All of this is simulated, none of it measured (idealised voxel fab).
voxel capacitor over wiring: a process module
The width of the displayed cross-section, cut, is 175 nm; its cells are square, with a size of 5 nm.
Throughout this document, each cross-section is represented as a grid of square cells and is presented as a sequence of bands enumerated from the top downward, where a band comprises one or more rows of cells. Band: top and bottom heights (nm) first, top before bottom; then materials from left to right, widths in nm. "full width" marks a sole material filling the band edge to edge. "blank" denotes empty space. Height reference: 0 = level under which incoming wafer is all one material. Lowest band: no bottom, runs on downward, e.g. "0 nm and below". A width given as "30..40" starts at the first number in the band's top row and ends at the second number in its bottom row, shifting by an equal amount at every step from row to row. Given "changes: none" for a step, no cell of the cross-section differs between before and after that step. "Voids, sealed" means: voids of 8 cells or more that are shut off from the top with no open way through. Written width x height at distance, distance from the left edge, in nm. Text after the settings on a step's line: the simulator's own remark on that step. A step's line can hold "overlay nm"; with a mask on that step, the setting says how far right of the planned place the mask lay, while a negative setting says it lay to the left.

LIST OF PLANNED PROCESS STEPS
| 1 | RECEIVE [material Si] |
| 2 | CONFORMAL_DEP [material SiO2] [thk nm 15] |
| 3 | DIRECTIONAL_DEP [material TiN] [thk nm 5] |
| 4 | DIRECTIONAL_DEP [material Ru] [thk nm 15] |
| 5 | DIRECTIONAL_DEP [material aC] [thk nm 15] |
| 6 | PATTERN [tone cover] [mask id METAL_1] [material resist] [width nm 30] [pitch nm 80] [thk nm 35] [overlay nm 0] |
| 7 | DIRECTIONAL_ETCH [etch materials aC] [depth nm 15] |
| 8 | STRIP [etch materials resist] |
| 9 | DIRECTIONAL_ETCH [etch materials Ru] [depth nm 20] |
| 10 | DIRECTIONAL_ETCH [etch materials TiN] [depth nm 5] |
| 11 | STRIP [etch materials aC] |
| 12 | FILL_DEP [material lowk] [thk nm 5] |
| 13 | CMP [height nm 40] |
| 14 | CONFORMAL_DEP [material SiCN] [thk nm 5] |
| 15 | DIRECTIONAL_DEP [material lowk] [thk nm 20] |
| 16 | DIRECTIONAL_DEP [material aC] [thk nm 10] |
| 17 | PATTERN [tone open] [mask id PLUG_1] [material resist] [width nm 15] [thk nm 25] [overlay nm 0] |
| 18 | DIRECTIONAL_ETCH [etch materials aC] [depth nm 10] |
| 19 | STRIP [etch materials resist] |
| 20 | DIRECTIONAL_ETCH [etch materials lowk] [depth nm 20] |
| 21 | DIRECTIONAL_ETCH [etch materials SiCN] [depth nm 5] |
| 22 | STRIP [etch materials aC] |
| 23 | CONFORMAL_DEP [material TiN] [thk nm 5] |
| 24 | FILL_DEP [material Ru] [thk nm 5] |
| 25 | CMP [height nm 65] |
| 26 | DIRECTIONAL_DEP [material TiN] [thk nm 10] |
| 27 | DIRECTIONAL_DEP [material SiN] [thk nm 5] |
| 28 | DIRECTIONAL_DEP [material TiN] [thk nm 10] |
| 29 | DIRECTIONAL_DEP [material aC] [thk nm 15] |
| 30 | PATTERN [tone cover] [mask id UPPER_PLATE] [material resist] [width nm 55] [thk nm 30] [overlay nm 0] |
| 31 | DIRECTIONAL_ETCH [etch materials aC] [depth nm 15] |
| 32 | STRIP [etch materials resist] |
| 33 | DIRECTIONAL_ETCH [etch materials TiN] [depth nm 10] |
| 34 | DIRECTIONAL_ETCH [etch materials SiN] [depth nm 5] |
| 35 | STRIP [etch materials aC] |
| 36 | DIRECTIONAL_DEP [material aC] [thk nm 10] |
| 37 | PATTERN [tone cover] [mask id LOWER_PLATE] [material resist] [width nm 65] [thk nm 30] [overlay nm 0] |
| 38 | DIRECTIONAL_ETCH [etch materials aC] [depth nm 10] |
| 39 | STRIP [etch materials resist] |
| 40 | DIRECTIONAL_ETCH [etch materials TiN] [depth nm 10] |
| 41 | STRIP [etch materials aC] |
| 42 | FILL_DEP [material SiO2] [thk nm 20] |
| 43 | CMP [height nm 105] |
| 44 | MASKED_ETCH [tone open] [mask id PLUG_2] [width nm 15] [etch materials SiO2] [depth nm 15] [overlay nm 0] |
| 45 | CONFORMAL_DEP [material TiN] [thk nm 5] |
| 46 | FILL_DEP [material Ru] [thk nm 5] |
| 47 | CMP [height nm 105] |
| 48 | CONFORMAL_DEP [material SiCN] [thk nm 5] |
All wafers enter the flow in the same state. The thk nm at step 4 differs from wafer to wafer, and the plan gives the value for the first wafer.

INCOMING STATE OF THE FIRST OF SEVERAL WAFERS IN CROSS-SECTION: AFTER STEP 1
    0 nm and below: Si full width
    Voids, sealed: none

EVERY ROW IN THIS TABLE IS A WAFER AT THE END OF THE MODULE, AND IT GIVES, FOR EACH OF THE MATERIALS, THE CELLS THAT WAFER HAS GAINED (+) OR LOST (-) SINCE IT WAS RECEIVED, THEN ITS CLOSED VOIDS
thk nm 15, +42 Ru, +67 SiCN, +11 SiN, +317 SiO2, +78 TiN, +255 lowk, Voids, sealed: none
thk nm 20, +54 Ru, +67 SiCN, +11 SiN, +317 SiO2, +78 TiN, +243 lowk, Voids, sealed: none
thk nm 25, +77 Ru, +67 SiCN, +11 SiN, +317 SiO2, +101 TiN, +197 lowk, Voids, sealed: none
thk nm 30, +100 Ru, +67 SiCN, +11 SiN, +317 SiO2, +101 TiN, +174 lowk, Voids, sealed: none
thk nm 35, +123 Ru, +67 SiCN, +11 SiN, +317 SiO2, +101 TiN, +151 lowk, Voids, sealed: none
